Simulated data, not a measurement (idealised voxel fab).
Process module, titled voxel gate over fins
The width of the displayed cross-section, cut, is 235 nm; its cells are square, with a size of 5 nm.
Throughout this document, each cross-section is represented as a grid of square cells and is presented as a sequence of bands enumerated from the top downward, where a band comprises one or more rows of cells. For a band, the entry starts with two heights in nm, that of the top and then that of the bottom, and carries on with the band's materials in order from left to right, each alongside its width in nm; the word "edge to edge" beside a single material means it fills the band edge to edge, and "empty" means empty space. A quick word on heights: they are counted from 0, and under that level the wafer as it came to us is one material throughout. The lowest band is different from the rest in having no bottom; it simply continues downward, written as in "0 and below". The two numbers in a width such as "30 to 40" mark its ends across the band: the first belongs to the top row of cells, the second to the bottom row, and from each row to the next the width moves by the same amount. The cross-section has no changed cell in any step marked "remains unaltered". Closed-off voids of 8+ cells (no open route to the top) go in "Enclosed internal cavities", written width x height at distance from the left edge, in nm. Heads up: the bit after the settings on a step's line is the simulator's remark on that step. overlay nm, on a step with a mask: how far to the right of its planned place the mask lay; to the left if negative.
### Steps in the process plan
1. RECEIVE (material Si)
2. CONFORMAL_DEP (material SiN; thk nm 5)
3. PATTERN (tone cover; mask id FINS; material resist; width nm 15; pitch nm 40; thk nm 15; overlay nm 0)
4. DIRECTIONAL_ETCH (etch materials SiN; depth nm 5)
5. DIRECTIONAL_ETCH (etch materials Si; depth nm 35)
6. STRIP (etch materials resist)
7. OXIDIZE (depth nm 5)
8. FILL_DEP (material SiO2; thk nm 10)
9. CMP (height nm 5)
10. SELECTIVE_ETCH (etch materials SiO2; depth nm 15)
11. STRIP (etch materials SiN)
12. CONFORMAL_DEP (material HfO2; thk nm 5)
13. CONFORMAL_DEP (material TiN; thk nm 5)
14. CONFORMAL_DEP (material TiAl; thk nm 5)
15. CONFORMAL_DEP (material TiN; thk nm 5)
16. FILL_DEP (material W; thk nm 10)
17. CMP (height nm 25)
18. CONFORMAL_DEP (material SiCN; thk nm 5)
### Cross-section: wafer on arrival = after step 1
* 0 and below: Si edge to edge
* Enclosed internal cavities: none
### Cross-section at module end, one run error; start and plan unchanged from above
* 30 down to 25: SiCN edge to edge
* 25 down to 20: W edge to edge
* 20 down to 15: 70 nm W / 95 nm TiN / 70 nm W
* 15 down to 10: 70 nm W / 5 nm TiN / 85 nm TiAl / 5 nm TiN / 70 nm W
* 10 down to 5: 75 nm TiN / 5 nm TiAl / 35 nm TiN / 5 nm TiAl / 35 nm TiN / 5 nm TiAl / 75 nm TiN
* 5 down to 0: 80 nm TiAl / 5 nm TiN / 25 nm HfO2 / 5 nm TiN / 5 nm TiAl / 5 nm TiN / 25 nm HfO2 / 5 nm TiN / 80 nm TiAl
* 0 down to -5: 85 nm TiN / 5 nm HfO2 / 15 nm Si / 5 nm HfO2 / 15 nm TiN / 5 nm HfO2 / 15 nm Si / 5 nm HfO2 / 85 nm TiN
* -5 down to -10: 90 nm HfO2 / 15 nm Si / 25 nm HfO2 / 15 nm Si / 90 nm HfO2
* -10 down to -40: 90 nm SiO2 / 15 nm Si / 25 nm SiO2 / 15 nm Si / 90 nm SiO2
* -40 and below: Si edge to edge
* Enclosed internal cavities: none
In executing the process, a mistake was made relative to the plan: off-plan run, step 3, actual operation and settings PATTERN (tone cover; mask id FINS; material resist; width nm 25; pitch nm 40; thk nm 15; overlay nm 0)
